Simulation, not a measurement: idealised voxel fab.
voxel self aligned vias: a process module
FYI the section here is cut, 300 nm wide, cells are 5 nm squares.
Cross-section spec: square-cell grid; bands listed top down; each band is one or more rows.
Band entry format. Leading values: height of top, height of bottom, nm. Remainder: materials in left-to-right order, each with its width in nm. Special words: "full width" on a single material, which then fills the band edge to edge; "empty", empty space.
Counting heights begins at 0, where everything beneath is, in the wafer as received, one material. The lowest band has no bottom; it goes on downwards, as "0 nm and below" shows.
Read "30..40" as a graded width: first number on top, second number at the bottom, same change between each pair of neighbouring rows.
For the purposes of this document, the phrase "identical to before" attached to a step denotes that no cell within the cross-section was modified by that step.
If an empty space has no open way to the top and is at least 8 cells in size, "Voids, enclosed" lists it, written width x height at distance, where distance is measured from the left edge and every value is in nm.
Past the settings on a step's line: simulator remark, on that step.
Among the settings permitted on a step's line is "overlay nm"; applied to a step with a mask, it specifies the extent to which the mask lay to the right of its planned position, whereas a negative figure signifies a position to the left.
### Process steps foreseen in the plan
1 RECEIVE | material Si
2 CONFORMAL_DEP | material SiO2 | thk nm 10
3 CONFORMAL_DEP | material SiCN | thk nm 5
4 DIRECTIONAL_DEP | material SiO2 | thk nm 30
5 DIRECTIONAL_DEP | material aC | thk nm 15
6 PATTERN | tone open | mask id LINES | material resist | width nm 20 | pitch nm 55 | thk nm 30 | overlay nm 0
7 DIRECTIONAL_ETCH | etch materials aC | depth nm 15
8 STRIP | etch materials resist
9 DIRECTIONAL_ETCH | etch materials SiO2 | depth nm 30
10 STRIP | etch materials aC
11 CONFORMAL_DEP | material TiN | thk nm 5
12 FILL_DEP | material Ru | thk nm 10
13 CMP | height nm 45
14 SELECTIVE_ETCH | etch materials W Ru TiN | depth nm 5
15 FILL_DEP | material SiN | thk nm 5
16 CMP | height nm 45
17 DIRECTIONAL_DEP | material SiO2 | thk nm 15
18 MASKED_ETCH | tone open | mask id VIAS | width nm 30 | pitch nm 55 | etch materials SiO2 | depth nm 15 | overlay nm 0
19 MASKED_ETCH | tone open | mask id VIAS | width nm 30 | pitch nm 55 | etch materials SiN | depth nm 5 | overlay nm 0
20 CONFORMAL_DEP | material TiN | thk nm 5
21 FILL_DEP | material Cu | thk nm 5
22 CMP | height nm 60
23 CONFORMAL_DEP | material SiCN | thk nm 5
### Cross-section of the wafer at receipt, which is the condition after step 1
* 0 nm and below | Si full width
* Voids, enclosed: none
### First of two wafers, end-of-module section, run followed plan
* 65 nm to 60 nm | SiCN full width
* 60 nm to 50 nm | SiO2 80 nm | TiN 5 nm | Cu 20 nm | TiN 5 nm | SiO2 25 nm | TiN 5 nm | Cu 20 nm | TiN 5 nm | SiO2 25 nm | TiN 5 nm | Cu 20 nm | TiN 5 nm | SiO2 80 nm
* 50 nm to 45 nm | SiO2 80 nm | TiN 10 nm | Cu 10 nm | TiN 10 nm | SiO2 25 nm | TiN 10 nm | Cu 10 nm | TiN 10 nm | SiO2 25 nm | TiN 10 nm | Cu 10 nm | TiN 10 nm | SiO2 80 nm
* 45 nm to 40 nm | SiO2 85 nm | TiN 20 nm | SiO2 35 nm | TiN 20 nm | SiO2 35 nm | TiN 20 nm | SiO2 85 nm
* 40 nm to 20 nm | SiO2 85 nm | TiN 5 nm | Ru 10 nm | TiN 5 nm | SiO2 35 nm | TiN 5 nm | Ru 10 nm | TiN 5 nm | SiO2 35 nm | TiN 5 nm | Ru 10 nm | TiN 5 nm | SiO2 85 nm
* 20 nm to 15 nm | SiO2 85 nm | TiN 20 nm | SiO2 35 nm | TiN 20 nm | SiO2 35 nm | TiN 20 nm | SiO2 85 nm
* 15 nm to 10 nm | SiCN full width
* 10 nm to 0 nm | SiO2 full width
* 0 nm and below | Si full width
* Voids, enclosed: none
### second wafer at the end: like start, like plan, one mistake
* 65 nm to 60 nm | SiCN full width
* 60 nm to 45 nm | SiO2 80 nm | TiN 5 nm | SiO2 20 nm | TiN 5 nm | SiO2 25 nm | TiN 5 nm | SiO2 20 nm | TiN 5 nm | SiO2 25 nm | TiN 5 nm | SiO2 20 nm | TiN 5 nm | SiO2 80 nm
* 45 nm to 40 nm | SiO2 85 nm | SiN 20 nm | SiO2 35 nm | SiN 20 nm | SiO2 35 nm | SiN 20 nm | SiO2 85 nm
* 40 nm to 20 nm | SiO2 85 nm | TiN 5 nm | Ru 10 nm | TiN 5 nm | SiO2 35 nm | TiN 5 nm | Ru 10 nm | TiN 5 nm | SiO2 35 nm | TiN 5 nm | Ru 10 nm | TiN 5 nm | SiO2 85 nm
* 20 nm to 15 nm | SiO2 85 nm | TiN 20 nm | SiO2 35 nm | TiN 20 nm | SiO2 35 nm | TiN 20 nm | SiO2 85 nm
* 15 nm to 10 nm | SiCN full width
* 10 nm to 0 nm | SiO2 full width
* 0 nm and below | Si full width
* Voids, enclosed: none
Nonconformance to the process plan: transposition of steps 17 and 18 relative to the planned sequence
Materials where the second wafer ends with more or fewer cells than the first: Cu -30 | SiN +12 | SiO2 +36 | TiN -18
